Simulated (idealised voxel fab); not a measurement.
Process module heading - voxel transistor to metal
Square cells of 5 nm make up the cross-section cut, whose width is 210 nm.
We lay out every cross-section as a grid of square cells and spell it out in bands from the top down, where one band means one or more rows of cells.
It is stipulated that each band's entry specify, in nanometres, the height of the top of the band and then that of its bottom, followed by the materials of the band in left-to-right sequence, each together with its width in nanometres. A single material marked by the word "edge to edge" is understood to fill the band from edge to edge; the word "empty" is understood to denote empty space.
The level at which height equals 0 is the one under which the wafer, as it arrives, is entirely one material. No lower edge exists for the bottom band, which continues downward and is notated as in "0 and below".
A two-number width, for instance "30..40", indicates that the width is equal to the first number in the top row of the band and to the second number in the bottom row, and that it changes by a constant amount per row of cells.
Reading "everything unchanged" for a step: not a cell of the cross-section changed in it.
So "Unvented cavities" is basically the list of trapped voids: any empty space of 8 cells or more that can't reach the top through an opening. They're written width x height at distance, the distance being from the left edge, and it's all nm.
What comes after the settings on a step's line is commentary from the simulator itself on that step.
overlay nm, on a step with a mask: how far to the right of its planned place the mask lay; to the left if negative
## Listed below are the process steps as planned
| 1 | RECEIVE: material Si |
| 2 | CONFORMAL_DEP: material SiO2, thk nm 5 |
| 3 | CONFORMAL_DEP: material SiN, thk nm 15 |
| 4 | DIRECTIONAL_DEP: material aC, thk nm 10 |
| 5 | PATTERN: tone cover, mask id ACTIVE, material resist, width nm 115, thk nm 25, overlay nm 0 |
| 6 | DIRECTIONAL_ETCH: etch materials aC, depth nm 10 |
| 7 | STRIP: etch materials resist |
| 8 | DIRECTIONAL_ETCH: etch materials SiN, depth nm 15 |
| 9 | DIRECTIONAL_ETCH: etch materials SiO2, depth nm 5 |
| 10 | DIRECTIONAL_ETCH: etch materials Si, depth nm 20 |
| 11 | STRIP: etch materials aC |
| 12 | OXIDIZE: depth nm 5 |
| 13 | FILL_DEP: material SiO2, thk nm 15 |
| 14 | CMP: height nm 20 |
| 15 | SELECTIVE_ETCH: etch materials SiO2, depth nm 15 |
| 16 | STRIP: etch materials SiN |
| 17 | SELECTIVE_ETCH: etch materials SiO2, depth nm 5 |
| 18 | OXIDIZE: depth nm 5 |
| 19 | DIRECTIONAL_DEP: material polySi, thk nm 30 |
| 20 | DIRECTIONAL_DEP: material SiCN, thk nm 10 |
| 21 | PATTERN: tone cover, mask id GATE, material resist, width nm 25, thk nm 20, overlay nm 0 |
| 22 | DIRECTIONAL_ETCH: etch materials SiCN, depth nm 20 |
| 23 | DIRECTIONAL_ETCH: etch materials polySi, depth nm 40 |
| 24 | STRIP: etch materials resist |
| 25 | CONFORMAL_DEP: material SiO2, thk nm 5 |
| 26 | DIRECTIONAL_ETCH: etch materials SiO2, depth nm 5 |
| 27 | CONFORMAL_DEP: material SiN, thk nm 5 |
| 28 | DIRECTIONAL_ETCH: etch materials SiN, depth nm 5 |
| 29 | DIRECTIONAL_ETCH: etch materials SiO2, depth nm 5 |
| 30 | EPI: material SiGe, thk nm 5 |
| 31 | FILL_DEP: material SiO2, thk nm 10 |
| 32 | CMP: height nm 40 |
| 33 | DIRECTIONAL_DEP: material SiO2, thk nm 10 |
| 34 | MASKED_ETCH: tone open, mask id CONTACT, width nm 30, pitch nm 65, etch materials SiO2, depth nm 50, overlay nm 0 |
| 35 | CONFORMAL_DEP: material TiN, thk nm 5 |
| 36 | FILL_DEP: material W, thk nm 10 |
| 37 | CMP: height nm 50 |
| 38 | CONFORMAL_DEP: material SiN, thk nm 5 |
| 39 | DIRECTIONAL_DEP: material SiO2, thk nm 20 |
| 40 | MASKED_ETCH: tone open, mask id METAL_1, width nm 15, pitch nm 80, etch materials SiO2, depth nm 20, overlay nm 0 |
| 41 | MASKED_ETCH: tone open, mask id METAL_1, width nm 15, pitch nm 80, etch materials SiN, depth nm 5, overlay nm 0 |
| 42 | CONFORMAL_DEP: material TiN, thk nm 5 |
| 43 | FILL_DEP: material W, thk nm 10 |
| 44 | CMP: height nm 75 |
| 45 | EPI: material Ru, thk nm 5 |
| 46 | FILL_DEP: material SiCN, thk nm 5 |
## Shown in cross-section is the wafer as received, that is, as it stands after step 1
- 0 and below = Si edge to edge
- Unvented cavities: none
## This is how the wafer looks in cross-section once the module is done, given the starting state and plan above and one mistake in carrying the plan out
- 85 down to 80 = SiCN edge to edge
- 80 down to 75 = SiCN=50 / Ru=25 / SiCN=55 / Ru=25 / SiCN=55
- 75 down to 55 = SiO2=55 / TiN=5 / W=5 / TiN=5 / SiO2=65 / TiN=5 / W=5 / TiN=5 / SiO2=60
- 55 down to 50 = SiN=55 / TiN=15 / SiN=65 / TiN=15 / SiN=60
- 50 down to 40 = SiO2=50 / TiN=5 / W=30..20 / TiN=5..15 / SiO2=25 / TiN=5..15 / W=30..20 / TiN=5 / SiO2=55
- 40 down to 30 = SiO2=50 / TiN=5 / W=20 / TiN=5 / SiN=5 / TiN=5 / SiCN=25 / TiN=5 / SiN=5 / TiN=5 / W=20 / TiN=5 / SiO2=55
- 30 down to 5 = SiO2=50 / TiN=5 / W=20 / TiN=5 / SiN=5 / TiN=5 / polySi=25 / TiN=5 / SiN=5 / TiN=5 / W=20 / TiN=5 / SiO2=55
- 5 down to 0 = SiO2=50 / TiN=30 / SiN=5 / TiN=5 / polySi=25 / TiN=5 / SiN=5 / TiN=30 / SiO2=55
- 0 down to -5 = SiO2=45 / SiGe=35 / SiO2=45 / SiGe=35 / SiO2=50
- -5 down to -25 = SiO2=50 / Si=105 / SiO2=55
- -25 and below = Si edge to edge
- Unvented cavities: none
The plan and the run diverged here: off-plan run, step 34, actual operation and settings MASKED_ETCH: tone open, mask id CONTACT, width nm 40, pitch nm 65, etch materials SiO2, depth nm 50, overlay nm 0
